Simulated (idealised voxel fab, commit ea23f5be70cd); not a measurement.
The process module that follows is named voxel tone inversion.
For reference, the cross-section in this document is cut, with width 160 nm and square cells of 5 nm.
When this document writes out a cross-section, it uses a grid of square cells and lists it as bands, beginning at the top and moving down, with a band standing for one or more rows of cells. Within each band entry, the heights of the top and of the bottom of the band appear first, in that order and in nm; the materials of the band then follow from left to right, each with its corresponding width in nm. The designation "throughout" on a single material indicates that it fills the band from edge to edge; the designation "blank" indicates empty space. For the purposes of this specification, 0 denotes the height below which the wafer in its as-received condition is composed wholly of one material, and the lowermost band, lacking a lower limit, extends downward without end, as expressed in "from 0 down". Note: "30 to 40" means the width goes from the first number (top row of the band) to the second number (bottom row) in equal steps per row of cells. When a step is marked "no change", none of the cells in the cross-section changed during that step. Look at "Closed-off voids" for the closed voids: empty spaces with no open path to the top, sized 8 cells or up. Each is width x height at distance, distance from the left edge, all nm. Anything after a step's settings on that line? It's the simulator's own note about the step. For masked steps, "overlay nm" on the step line gives how far right of plan the mask actually lay; a minus sign means it lay to the left.

Steps planned for the process
- 1: RECEIVE, material Si
- 2: CONFORMAL_DEP, material SiCN, thk nm 5
- 3: DIRECTIONAL_DEP, material polySi, thk nm 25
- 4: PATTERN, tone cover, mask id POSTS, material resist, width nm 25, pitch nm 50, thk nm 35, overlay nm 0
- 5: DIRECTIONAL_ETCH, etch materials polySi, depth nm 25
- 6: STRIP, etch materials resist
- 7: FILL_DEP, material SiO2, thk nm 10
- 8: CMP, height nm 30
- 9: STRIP, etch materials polySi

As-received wafer cross-section (after step 1)
    from 0 down = Si throughout
    Closed-off voids: none

Same starting wafer, same plan as above, one mistake in the execution; this is the cross-section at the end of the module
    from 30 to 5 = SiO2: 35 / blank: 25 / SiO2: 25 / blank: 25 / SiO2: 50
    from 5 to 0 = SiCN throughout
    from 0 down = Si throughout
    Closed-off voids: none
Where did the run depart from the plan? step 4 deviated from plan and actually ran as PATTERN, tone cover, mask id POSTS, material resist, width nm 25, pitch nm 50, thk nm 35, overlay nm -5
